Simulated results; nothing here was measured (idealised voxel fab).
voxel transistor to metal: a process module
Each square cell in cross-section cut measures 5 nm, and the section as a whole is 200 nm wide.
Square cells in a grid make up a cross-section in this document, and the grid is given as bands, listed from the top down, each one or more rows of cells. Basically the band line says how high the top is and how high the bottom is, in nm, and then what's in it from left to right, every material with its width in nm. Empty space shows up as "blank", and if a single material carries "throughout" it runs the full band edge to edge. Convention: height 0 is the level below which the wafer, as received, is all one material. The lowest band does not terminate at the bottom but continues downward, represented as "0..down". Width: "30 to 40" (first number = top row, second number = bottom row, same change from row to row of cells). For the purposes of this document, the phrase "no modifications" attached to a step denotes that no cell within the cross-section was modified by that step. "closed voids" contains a list of empty spaces, each no smaller than 8 cells and without an open way to the top, written in the form width x height at distance with the distance from the left edge and all three in nm. Where a step's line continues beyond its settings, the continuation is a remark by the simulator itself on that step. overlay nm: right-of-plan distance of the mask on a masked step; negative values mean left-of-plan.

# The steps planned for the process are as follows
1,RECEIVE (material Si)
2,CONFORMAL_DEP (material SiO2; thk nm 5)
3,CONFORMAL_DEP (material SiN; thk nm 15)
4,PATTERN (tone cover; mask id ACTIVE; material resist; width nm 100; thk nm 15; overlay nm 0)
5,DIRECTIONAL_ETCH (etch materials SiN; depth nm 15)
6,DIRECTIONAL_ETCH (etch materials SiO2; depth nm 5)
7,DIRECTIONAL_ETCH (etch materials Si; depth nm 35)
8,STRIP (etch materials resist)
9,FILL_DEP (material SiO2; thk nm 15)
10,CMP (height nm 20)
11,SELECTIVE_ETCH (etch materials SiO2; depth nm 5)
12,STRIP (etch materials SiN)
13,SELECTIVE_ETCH (etch materials SiO2; depth nm 5)
14,OXIDIZE (depth nm 5)
15,DIRECTIONAL_DEP (material polySi; thk nm 30)
16,DIRECTIONAL_DEP (material SiCN; thk nm 10)
17,PATTERN (tone cover; mask id GATE; material resist; width nm 20; thk nm 15; overlay nm 0)
18,DIRECTIONAL_ETCH (etch materials SiCN; depth nm 20)
19,DIRECTIONAL_ETCH (etch materials polySi; depth nm 40)
20,STRIP (etch materials resist)
21,CONFORMAL_DEP (material SiO2; thk nm 5)
22,DIRECTIONAL_ETCH (etch materials SiO2; depth nm 5)
23,CONFORMAL_DEP (material SiN; thk nm 5)
24,DIRECTIONAL_ETCH (etch materials SiN; depth nm 5)
25,DIRECTIONAL_ETCH (etch materials SiO2; depth nm 5)
26,DIRECTIONAL_ETCH (etch materials Si; depth nm 15)
27,EPI (material SiGe; thk nm 15)
28,FILL_DEP (material SiO2; thk nm 5)
29,CMP (height nm 40)
30,DIRECTIONAL_DEP (material SiO2; thk nm 15)
31,MASKED_ETCH (tone open; mask id CONTACT; width nm 20; pitch nm 70; etch materials SiO2; depth nm 45; overlay nm 0)
32,CONFORMAL_DEP (material TiN; thk nm 5)
33,FILL_DEP (material W; thk nm 10)
34,CMP (height nm 55)
35,DIRECTIONAL_DEP (material TiN; thk nm 5)
36,DIRECTIONAL_DEP (material Ru; thk nm 20)
37,DIRECTIONAL_DEP (material aC; thk nm 15)
38,PATTERN (tone cover; mask id METAL_1; material resist; width nm 20; pitch nm 70; thk nm 30; overlay nm 0)
39,DIRECTIONAL_ETCH (etch materials aC; depth nm 15)
40,STRIP (etch materials resist)
41,DIRECTIONAL_ETCH (etch materials Ru; depth nm 20)
42,DIRECTIONAL_ETCH (etch materials TiN; depth nm 5)
43,STRIP (etch materials aC)
44,FILL_DEP (material lowk; thk nm 10)
45,CMP (height nm 80)
46,CONFORMAL_DEP (material SiCN; thk nm 5)
47,DIRECTIONAL_DEP (material SiO2; thk nm 30)
48,PATTERN (tone open; mask id METAL_2_HOLES; material resist; width nm 15; pitch nm 70; thk nm 20; overlay nm 0)
49,DIRECTIONAL_ETCH (etch materials SiO2; depth nm 30)
50,STRIP (etch materials resist)
51,DIRECTIONAL_DEP (material aC; thk nm 15)
52,PATTERN (tone open; mask id METAL_2; material resist; width nm 20; pitch nm 70; thk nm 30; overlay nm 0)
53,DIRECTIONAL_ETCH (etch materials aC; depth nm 15)
54,STRIP (etch materials resist)
55,DIRECTIONAL_ETCH (etch materials SiO2; depth nm 15)
56,DIRECTIONAL_ETCH (etch materials SiCN; depth nm 5)
57,STRIP (etch materials aC)
58,CONFORMAL_DEP (material TiN; thk nm 5)
59,FILL_DEP (material Cu; thk nm 10)
60,CMP (height nm 115)
61,CONFORMAL_DEP (material SiN; thk nm 5)

# Cross-sectional view of the wafer in its as-received condition, corresponding to the state after step 1
- 0..down  Si throughout
- closed voids: none

# Cross-sectional view of the first of the two wafers upon completion of the module, processed in accordance with the plan
- 120..115  SiN throughout
- 115..105  SiO2=55; TiN=5; Cu=10; TiN=5; SiO2=50; TiN=5; Cu=10; TiN=5; SiO2=55
- 105..100  SiO2=55; TiN=5; Cu=5; TiN=10; SiO2=50; TiN=5; Cu=5; TiN=10; SiO2=55
- 100..85  SiO2=55; TiN=5; Cu=5; TiN=5; SiO2=55; TiN=5; Cu=5; TiN=5; SiO2=60
- 85..80  SiCN=55; TiN=15; SiCN=55; TiN=15; SiCN=60
- 80..60  lowk=55; Ru=20; lowk=50; Ru=20; lowk=55
- 60..55  lowk=55; TiN=20; lowk=50; TiN=20; lowk=55
- 55..40  SiO2=55; TiN=5; W=10; TiN=5; SiO2=50; TiN=5; W=10; TiN=5; SiO2=55
- 40..30  SiO2=55; TiN=5; W=10; TiN=5; SiO2=5; SiN=5; SiO2=5; SiCN=20; SiO2=5; SiN=5; SiO2=5; TiN=5; W=10; TiN=5; SiO2=55
- 30..15  SiO2=55; TiN=5; W=10; TiN=5; SiO2=5; SiN=5; SiO2=5; polySi=20; SiO2=5; SiN=5; SiO2=5; TiN=5; W=10; TiN=5; SiO2=55
- 15..10  SiO2=55; TiN=20; SiO2=5; SiN=5; SiO2=5; polySi=20; SiO2=5; SiN=5; SiO2=5; TiN=20; SiO2=55
- 10..0  SiO2=50; SiN=5; SiGe=25; SiN=5; SiO2=5; polySi=20; SiO2=5; SiN=5; SiGe=25; SiN=5; SiO2=50
- 0..-5  SiO2=55; SiGe=25; SiO2=40; SiGe=25; SiO2=55
- -5..-20  SiO2=50; Si=5; SiGe=25; Si=40; SiGe=25; Si=5; SiO2=50
- -20..-35  SiO2=50; Si=100; SiO2=50
- -35..down  Si throughout
- closed voids: none

# This cross-section belongs to the second wafer of two at the end of the module; the start and the plan were shared with the first, and the run included one mistake
- 120..115  SiN throughout
- 115..105  SiO2=55; TiN=5; Cu=10; TiN=5; SiO2=50; TiN=5; Cu=10; TiN=5; SiO2=55
- 105..100  SiO2=55; TiN=5; Cu=5; TiN=10; SiO2=50; TiN=5; Cu=5; TiN=10; SiO2=55
- 100..85  SiO2=55; TiN=5; Cu=5; TiN=5; SiO2=55; TiN=5; Cu=5; TiN=5; SiO2=60
- 85..80  SiCN=55; TiN=15; SiCN=55; TiN=15; SiCN=60
- 80..60  lowk=55; Ru=20; lowk=50; Ru=20; lowk=55
- 60..55  lowk=55; TiN=20; lowk=50; TiN=20; lowk=55
- 55..40  SiO2=55; TiN=5; W=10; TiN=5; SiO2=50; TiN=5; W=10; TiN=5; SiO2=55
- 40..30  SiO2=55; TiN=5; W=10; TiN=5; SiO2=5; SiN=5; SiO2=5; SiCN=20; SiO2=5; SiN=5; SiO2=5; TiN=5; W=10; TiN=5; SiO2=55
- 30..15  SiO2=55; TiN=5; W=10; TiN=5; SiO2=5; SiN=5; SiO2=5; polySi=20; SiO2=5; SiN=5; SiO2=5; TiN=5; W=10; TiN=5; SiO2=55
- 15..10  SiO2=55; TiN=20; SiO2=5; SiN=5; SiO2=5; polySi=20; SiO2=5; SiN=5; SiO2=5; TiN=20; SiO2=55
- 10..0  SiO2=45; SiN=5; SiGe=30; SiN=5; SiO2=5; polySi=20; SiO2=5; SiN=5; SiGe=20; SiN=5; SiO2=55
- 0..-5  SiO2=50; SiGe=30; SiO2=40; SiGe=20; SiO2=60
- -5..-20  SiO2=45; Si=5; SiGe=30; Si=40; SiGe=20; Si=5; SiO2=55
- -20..-35  SiO2=45; Si=100; SiO2=55
- -35..down  Si throughout
- closed voids: none
what went wrong: contrary to plan, step 4 was performed as PATTERN (tone cover; mask id ACTIVE; material resist; width nm 100; thk nm 15; overlay nm -5)
Both wafers, final: cells per material equal; arrangement not.
